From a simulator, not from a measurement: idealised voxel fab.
Herein follows the process module entitled voxel lift off.
Xsec cut, 285 nm wide, square cell size 5 nm.
Bands, listed from the top down, are how a cross-section gets written in this document; the cross-section itself is a grid of square cells, and a band is one or more rows of them.
Basically the band line says how high the top is and how high the bottom is, in nm, and then what's in it from left to right, every material with its width in nm. Empty space shows up as "air", and if a single material carries "edge to edge" it runs the full band edge to edge.
Below 0: as-received wafer, all one material; heights counted from there. Lowest band: no bottom, goes on down, written "z 0 and below".
Read "30->40" as a graded width: first number on top, second number at the bottom, same change between each pair of neighbouring rows.
The cross-section has no changed cell in any step marked "all unchanged".
In "Closed cavities" the enclosed voids are listed, meaning empty spaces of 8 cells or larger without any opening to the top. The form is width x height at distance, distance from the left edge, units nm.
Note: text after step settings on the step line = simulator remark on that step.
"overlay nm" denotes, for a step that has a mask, the displacement of the mask to the right of its planned place, with negative values corresponding to the left.

Set out below are the planned steps of the process
- 1: RECEIVE, material Si
- 2: CONFORMAL_DEP, material Al2O3, thk nm 5
- 3: PATTERN, tone open, mask id LINES, material resist, width nm 15, pitch nm 40, thk nm 25, overlay nm 0
- 4: DIRECTIONAL_DEP, material Ru, thk nm 15
- 5: STRIP, etch materials resist
- 6: CONFORMAL_DEP, material SiN, thk nm 5

First of two wafers: run as planned

Cross-section of the wafer at receipt, which is the condition after step 1
* z 0 and below | Si edge to edge
* Closed cavities: none

The wafer, seen in cross-section, after step 2
* z 5 to 0 | Al2O3 edge to edge
* No changes below 0.

The wafer, seen in cross-section, after step 3
* z 30 to 5 | 75 nm resist; 15 nm air; 25 nm resist; 15 nm air; 25 nm resist; 15 nm air; 25 nm resist; 15 nm air; 75 nm resist
* No changes below 5.

The wafer, seen in cross-section, after step 4
* z 45 to 30 | 75 nm Ru; 15 nm air; 25 nm Ru; 15 nm air; 25 nm Ru; 15 nm air; 25 nm Ru; 15 nm air; 75 nm Ru
* z 30 to 20 | 75 nm resist; 15 nm air; 25 nm resist; 15 nm air; 25 nm resist; 15 nm air; 25 nm resist; 15 nm air; 75 nm resist
* z 20 to 5 | 75 nm resist; 15 nm Ru; 25 nm resist; 15 nm Ru; 25 nm resist; 15 nm Ru; 25 nm resist; 15 nm Ru; 75 nm resist
* No changes below 5.

The wafer, seen in cross-section, after step 5
* z 20 to 5 | 75 nm air; 15 nm Ru; 25 nm air; 15 nm Ru; 25 nm air; 15 nm Ru; 25 nm air; 15 nm Ru; 75 nm air
* No changes below 5.

The wafer, seen in cross-section, after step 6
* z 25 to 20 | 70 nm air; 25 nm SiN; 15 nm air; 25 nm SiN; 15 nm air; 25 nm SiN; 15 nm air; 25 nm SiN; 70 nm air
* z 20 to 10 | 70 nm air; 5 nm SiN; 15 nm Ru; 5 nm SiN; 15 nm air; 5 nm SiN; 15 nm Ru; 5 nm SiN; 15 nm air; 5 nm SiN; 15 nm Ru; 5 nm SiN; 15 nm air; 5 nm SiN; 15 nm Ru; 5 nm SiN; 70 nm air
* z 10 to 5 | 75 nm SiN; 15 nm Ru; 25 nm SiN; 15 nm Ru; 25 nm SiN; 15 nm Ru; 25 nm SiN; 15 nm Ru; 75 nm SiN
* No changes below 5.

The Second Wafer: Common Origin and Plan, One Mistake in Execution, Identical to the First Through Step 4

Second wafer at the planned finish of step 5, seen in cross-section
* z 20 to 5 | 75 nm air; 15 nm Ru; 25 nm air; 15 nm Ru; 25 nm air; 15 nm Ru; 25 nm air; 15 nm Ru; 75 nm air
* No changes below 5.

Second wafer at the planned finish of step 6, seen in cross-section
* z 25 to 20 | 70 nm air; 25 nm SiN; 15 nm air; 25 nm SiN; 15 nm air; 25 nm SiN; 15 nm air; 25 nm SiN; 70 nm air
* z 20 to 10 | 70 nm air; 5 nm SiN; 15 nm Ru; 5 nm SiN; 15 nm air; 5 nm SiN; 15 nm Ru; 5 nm SiN; 15 nm air; 5 nm SiN; 15 nm Ru; 5 nm SiN; 15 nm air; 5 nm SiN; 15 nm Ru; 5 nm SiN; 70 nm air
* z 10 to 5 | 75 nm SiN; 15 nm Ru; 25 nm SiN; 15 nm Ru; 25 nm SiN; 15 nm Ru; 25 nm SiN; 15 nm Ru; 75 nm SiN
* No changes below 5.
Heads up, the wafer didn't run the way we planned it: plan step 5 was conducted twice
The mistake has no effect on what this model computes, because the two wafers end with the same cross-section.
